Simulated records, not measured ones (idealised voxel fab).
process module | voxel air gaps
cross-section cut | 210 nm wide | cells 5 nm
A cross-section is a grid of square cells, given in bands from the top down. A band is one or more rows of cells.
Each band's line starts with the height of the band's top and of its bottom, in nm. Then come its materials from left to right, each with its width in nm. One material with "throughout" fills the band from edge to edge. "air" is empty space.
Height 0 is the level under which the wafer as received is all one material. The lowest band goes on downwards, as in "0 down".
A width such as "30 to 40" changes by the same amount from each row of cells to the next, from the band's top row to its bottom row.
"no change" after a step means that no cell of the cross-section changed.
closed voids: empty space of 8 cells or more with no open way to the top, each as width x height at its distance from the left edge, in nm
after a step's settings: what the simulator itself notes on the step
overlay nm, on a step with a mask: how far to the right of its planned place the mask lay; to the left if negative
plan
1 op RECEIVE | material Si
2 op CONFORMAL_DEP | material SiO2 | thk nm 15
3 op CONFORMAL_DEP | material SiCN | thk nm 5
4 op DIRECTIONAL_DEP | material lowk | thk nm 40
5 op PATTERN | tone open | mask id LINES | material resist | width nm 20 | pitch nm 45 | thk nm 20 | overlay nm 0
6 op DIRECTIONAL_ETCH | etch materials lowk | depth nm 40
7 op STRIP | etch materials resist
8 op CONFORMAL_DEP | material TiN | thk nm 5
9 op FILL_DEP | material W | thk nm 10
10 op CMP | height nm 60
11 op EPI | material Ru | thk nm 10
12 op SELECTIVE_ETCH | etch materials lowk | depth nm 50
13 op CONFORMAL_DEP | material SiCN | thk nm 5
as received, after step 1
  0 down: Si throughout
  closed voids: none
first wafer at the end, as planned
  75 to 70: air 35 | SiCN 140 | air 35
  70 to 60: air 35 | SiCN 5 | Ru 40 | SiCN 5 | Ru 40 | SiCN 5 | Ru 40 | SiCN 5 | air 35
  60 to 55: air 35 | SiCN 15 | TiN 5 | W 10 | TiN 5 | SiCN 25 | TiN 5 | W 10 | TiN 5 | SiCN 25 | TiN 5 | W 10 | TiN 5 | SiCN 15 | air 35
  55 to 25: air 45 | SiCN 5 | TiN 5 | W 10 | TiN 5 | SiCN 5 | air 15 | SiCN 5 | TiN 5 | W 10 | TiN 5 | SiCN 5 | air 15 | SiCN 5 | TiN 5 | W 10 | TiN 5 | SiCN 5 | air 45
  25 to 20: SiCN 50 | TiN 20 | SiCN 25 | TiN 20 | SiCN 25 | TiN 20 | SiCN 50
  20 to 15: SiCN throughout
  15 to 0: SiO2 throughout
  0 down: Si throughout
  closed voids: 15 x 30 at 75; 15 x 30 at 120
second wafer at the end: like start, like plan, one mistake
  75 to 70: SiCN throughout
  70 to 60: Ru throughout
  60 to 25: W 45 | TiN 5 | lowk 20 | TiN 5 | W 15 | TiN 5 | lowk 20 | TiN 5 | W 15 | TiN 5 | lowk 20 | TiN 5 | W 45
  25 to 20: TiN 50 | lowk 20 | TiN 25 | lowk 20 | TiN 25 | lowk 20 | TiN 50
  20 to 15: SiCN throughout
  15 to 0: SiO2 throughout
  0 down: Si throughout
  closed voids: none
what went wrong: step 5 ran as: op PATTERN | tone cover | mask id LINES | material resist | width nm 20 | pitch nm 45 | thk nm 20 | overlay nm 0
at the end the second wafer has, in cells: 36 more of Ru | 76 fewer of SiCN | 18 more of TiN | 126 more of W | 96 more of lowk
closed voids at the end (first wafer, second wafer): 2, 0
